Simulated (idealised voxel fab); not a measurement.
Herein follows the process module entitled voxel air gaps.
Shown is cross-section cut, with a width of 175 nm and square cells of size 5 nm.
When this document writes out a cross-section, it uses a grid of square cells and lists it as bands, beginning at the top and moving down, with a band standing for one or more rows of cells.
Heights first: top, then bottom, in nm. Then materials, left to right, each with a width in nm. "all across" on a single material: fills the band edge to edge. "air": empty space.
Zero point of the height axis is 0; under it, received wafer = one material. Lowest band: continues down indefinitely, "0 -> down".
Quick explanation for "30 to 40": the width changes in equal steps down the rows of cells, from the first number in the band's top row to the second number in its bottom row.
"nothing got changed", as given for a step, is the statement that not any cell of the cross-section underwent a change during that step.
The label "Enclosed internal voids" introduces a list of the empty spaces, 8 cells or larger, that have no open way up to the top; each entry in it reads width x height at distance, where the distance is taken from the left edge and all three are stated in nm.
On each step's line, the part that comes after the settings is the simulator's own comment on the step.
The line of a step may include "overlay nm". On a step with a mask, this value is how far to the right of its planned place the mask lay. A negative value means the mask lay to the left.

Listed below are the process steps as planned
1: RECEIVE with material Si
2: CONFORMAL_DEP with material SiO2, thk nm 15
3: CONFORMAL_DEP with material SiCN, thk nm 5
4: DIRECTIONAL_DEP with material SiO2, thk nm 30
5: MASKED_ETCH with tone open, mask id LINES, width nm 20, pitch nm 45, etch materials SiO2, depth nm 30, overlay nm 0
6: CONFORMAL_DEP with material TiN, thk nm 5
7: FILL_DEP with material Cu, thk nm 10
8: CMP with height nm 50
9: EPI with material Ru, thk nm 10
10: SELECTIVE_ETCH with etch materials SiO2, depth nm 40
11: CONFORMAL_DEP with material SiCN, thk nm 5

Wafer at receipt (post step 1), cross-section
* 0 -> down = Si all across
* Enclosed internal voids: none

This is how the wafer looks in cross-section once the module is done, given the starting state and plan above and one mistake in carrying the plan out
* 65 -> 60 = air 15 nm, SiCN 140 nm, air 20 nm
* 60 -> 50 = air 15 nm, SiCN 5 nm, Ru 40 nm, SiCN 5 nm, Ru 40 nm, SiCN 5 nm, Ru 40 nm, SiCN 5 nm, air 20 nm
* 50 -> 45 = air 15 nm, SiCN 15 nm, TiN 5 nm, Cu 10 nm, TiN 5 nm, SiCN 25 nm, TiN 5 nm, Cu 10 nm, TiN 5 nm, SiCN 25 nm, TiN 5 nm, Cu 10 nm, TiN 5 nm, SiCN 15 nm, air 20 nm
* 45 -> 40 = air 25 nm, SiCN 5 nm, TiN 5 nm, Cu 10 nm, TiN 5 nm, SiCN 5 nm, air 15 nm, SiCN 5 nm, TiN 5 nm, Cu 10 nm, TiN 5 nm, SiCN 5 nm, air 15 nm, SiCN 5 nm, TiN 5 nm, Cu 10 nm, TiN 5 nm, SiCN 5 nm, air 30 nm
* 40 -> 35 = SiCN 30 nm, TiN 20 nm, SiCN 25 nm, TiN 20 nm, SiCN 25 nm, TiN 20 nm, SiCN 35 nm
* 35 -> 30 = SiCN all across
* 30 -> 0 = SiO2 all across
* 0 -> down = Si all across
* Enclosed internal voids: none
Against the plan, the run slipped here: step 2 in the plan was executed twice
